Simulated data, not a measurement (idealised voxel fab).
process module | voxel air gaps
cross-section cut | 295 nm wide | cells 5 nm
A cross-section is a grid of square cells, given in bands from the top down. A band is one or more rows of cells.
Each band's line starts with the height of the band's top and of its bottom, in nm. Then come its materials from left to right, each with its width in nm. One material with "throughout" fills the band from edge to edge. "air" is empty space.
Height 0 is the level under which the wafer as received is all one material. The lowest band goes on downwards, as in "0 down".
A width such as "30 to 40" changes by the same amount from each row of cells to the next, from the band's top row to its bottom row.
"no change" after a step means that no cell of the cross-section changed.
closed voids: empty space of 8 cells or more with no open way to the top, each as width x height at its distance from the left edge, in nm
after a step's settings: what the simulator itself notes on the step
overlay nm, on a step with a mask: how far to the right of its planned place the mask lay; to the left if negative
plan
1 op RECEIVE | material Si
2 op CONFORMAL_DEP | material SiO2 | thk nm 15
3 op CONFORMAL_DEP | material SiCN | thk nm 5
4 op DIRECTIONAL_DEP | material SiO2 | thk nm 40
5 op PATTERN | tone open | mask id LINES | material resist | width nm 20 | pitch nm 45 | thk nm 15 | overlay nm 0
6 op DIRECTIONAL_ETCH | etch materials SiO2 | depth nm 40
7 op STRIP | etch materials resist
8 op CONFORMAL_DEP | material TiN | thk nm 5
9 op FILL_DEP | material Ru | thk nm 10
10 op CMP | height nm 60
11 op EPI | material Ru | thk nm 10
12 op SELECTIVE_ETCH | etch materials SiO2 | depth nm 50
13 op CONFORMAL_DEP | material SiCN | thk nm 5
as received, after step 1
  0 down: Si throughout
  closed voids: none
a wafer at the end: this start, this plan, one mistake
  75 to 70: SiCN throughout
  70 to 60: Ru throughout
  60 to 25: Ru 65 | TiN 5 | SiO2 20 | TiN 5 | Ru 15 | TiN 5 | SiO2 20 | TiN 5 | Ru 15 | TiN 5 | SiO2 20 | TiN 5 | Ru 15 | TiN 5 | SiO2 20 | TiN 5 | Ru 65
  25 to 20: TiN 70 | SiO2 20 | TiN 25 | SiO2 20 | TiN 25 | SiO2 20 | TiN 25 | SiO2 20 | TiN 70
  20 to 15: SiCN throughout
  15 to 0: SiO2 throughout
  0 down: Si throughout
  closed voids: none
what went wrong: step 5 ran as: op PATTERN | tone cover | mask id LINES | material resist | width nm 20 | pitch nm 45 | thk nm 15 | overlay nm 0
